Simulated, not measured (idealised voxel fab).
Process module in this document: voxel local oxidation
Section cut is 250 nm wide and gridded with 5 nm square cells.
Just so we're on the same page, the cross-sections are grids of square cells, and they're listed out in bands top to bottom, each band one or more rows deep. Read a band's entry like this: the first values are the height of its top and the height of its bottom in nm, and what follows is the sequence of materials from left to right, each with its width in nm. Note that "empty" is empty space, and that a single material marked "throughout" reaches across the band from edge to edge. Heights are measured from 0, the level below which the as-received wafer is all one material; the lowest band has no bottom and continues downward, written as in "top 0, no bottom". It should be noted that a width expressed as "30 to 40" varies in equal increments from row to row of cells within the band, taking the value of the first number at the top row and that of the second number at the bottom row. Any step labelled "nothing changed" changed none of the cells in the cross-section. "Internal closed voids": empty spaces of 8 cells or more with no open way to the top, each given as width x height at distance, distance from the left edge, all in nm. Anything after a step's settings on that line? It's the simulator's own note about the step. A step's line can hold "overlay nm"; with a mask on that step, the setting says how far right of the planned place the mask lay, while a negative setting says it lay to the left.

## Set out below are the planned steps of the process
step 1: RECEIVE (material Si)
step 2: OXIDIZE (depth nm 5)
step 3: CONFORMAL_DEP (material SiN; thk nm 10)
step 4: DIRECTIONAL_DEP (material aC; thk nm 10)
step 5: PATTERN (tone cover; mask id ACTIVE; material resist; width nm 80; thk nm 25; overlay nm 0)
step 6: DIRECTIONAL_ETCH (etch materials aC; depth nm 10)
step 7: STRIP (etch materials resist)
step 8: DIRECTIONAL_ETCH (etch materials SiN; depth nm 10)
step 9: STRIP (etch materials aC)
step 10: SELECTIVE_ETCH (etch materials SiO2; depth nm 5)
step 11: OXIDIZE (depth nm 10)
step 12: STRIP (etch materials SiN)
The plan's step 5 width nm is the first wafer's value; the wafers differ in this setting and start identical.

## As-received state after step 1, first of several wafers, cross-section
  top 0, no bottom: Si throughout
  Internal closed voids: none

## Where each wafer stands at the end of the module, a row apiece: cells of each material gained (+) or lost (-) since it was received, then closed voids
width nm 80; -130 Si; +94 SiO2; Internal closed voids: none
width nm 85; -128 Si; +93 SiO2; Internal closed voids: none
width nm 90; -126 Si; +92 SiO2; Internal closed voids: none
width nm 95; -124 Si; +91 SiO2; Internal closed voids: none
width nm 100; -122 Si; +90 SiO2; Internal closed voids: none
width nm 105; -120 Si; +89 SiO2; Internal closed voids: none
